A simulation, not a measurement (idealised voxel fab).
Process module in this document: voxel self aligned contacts
Shown is cross-section cut, with a width of 185 nm and square cells of size 5 nm.
If you're reading a cross-section in this doc, picture square cells in a grid; it comes to you as bands, top ones listed first down to the bottom, and a band can be one or more rows of cells.
What a band's entry tells you: where the top is and where the bottom is, as heights in nm, and after that what lies inside, material by material from left to right, each with its width in nm. Empty space is written as the word "air", and a single material marked with the word "full width" occupies the band from edge to edge.
Convention: height 0 is the level below which the wafer, as received, is all one material. The lowest band does not terminate at the bottom but continues downward, represented as "0..down".
The two numbers in a width such as "30->40" mark its ends across the band: the first belongs to the top row of cells, the second to the bottom row, and from each row to the next the width moves by the same amount.
Where the words "nothing different" appear for a step, the cross-section shows no cell changed by that step; every cell remained as before.
So "Enclosed void listing" is basically the list of trapped voids: any empty space of 8 cells or more that can't reach the top through an opening. They're written width x height at distance, the distance being from the left edge, and it's all nm.
On a step's line, text after the settings is the simulator commenting on that step.
The optional step-line setting "overlay nm" applies to steps with a mask and quantifies how far to the right of its planned location the mask lay, a negative value indicating leftward placement.

-- The planned process steps are enumerated hereunder
| 1 | RECEIVE,material Si |
| 2 | CONFORMAL_DEP,material SiO2,thk nm 5 |
| 3 | DIRECTIONAL_DEP,material polySi,thk nm 25 |
| 4 | DIRECTIONAL_DEP,material SiN,thk nm 15 |
| 5 | PATTERN,tone cover,mask id GATE,material resist,width nm 25,pitch nm 50,thk nm 20,overlay nm 0 |
| 6 | DIRECTIONAL_ETCH,etch materials SiN,depth nm 15 |
| 7 | DIRECTIONAL_ETCH,etch materials polySi,depth nm 25 |
| 8 | STRIP,etch materials resist |
| 9 | CONFORMAL_DEP,material SiN,thk nm 5 |
| 10 | DIRECTIONAL_ETCH,etch materials SiN,depth nm 5 |
| 11 | FILL_DEP,material SiO2,thk nm 20 |
| 12 | CMP,height nm 55 |
| 13 | PATTERN,tone open,mask id CONTACT,material resist,width nm 35,thk nm 15,overlay nm 0 |
| 14 | DIRECTIONAL_ETCH,etch materials SiO2,depth nm 55 |
| 15 | STRIP,etch materials resist |
| 16 | CONFORMAL_DEP,material TiN,thk nm 5 |
| 17 | FILL_DEP,material W,thk nm 10 |
| 18 | CMP,height nm 55 |
| 19 | CONFORMAL_DEP,material SiN,thk nm 5 |

-- Shown in cross-section is the wafer as received, that is, as it stands after step 1
* 0..down | Si full width
* Enclosed void listing: none

-- The module was run from the start shown above using the plan shown above, but one mistake was made doing it; the resulting wafer cross-section is below
* 60..55 | SiN full width
* 55..45 | W 70->45, TiN 5->30, SiO2 35, TiN 5->30, W 70->45
* 45..30 | W 45, TiN 5, SiN 35, SiO2 15, SiN 35, TiN 5, W 45
* 30..5 | W 45, TiN 5, SiN 5, polySi 25, SiN 5, SiO2 15, SiN 5, polySi 25, SiN 5, TiN 5, W 45
* 5..0 | TiN 50, SiO2 85, TiN 50
* 0..down | Si full width
* Enclosed void listing: none
It is concluded that the wafer was processed incorrectly with respect to the plan, in that heads up, step 13 didn't go per plan, it actually ran as PATTERN,tone cover,mask id CONTACT,material resist,width nm 35,thk nm 15,overlay nm 0
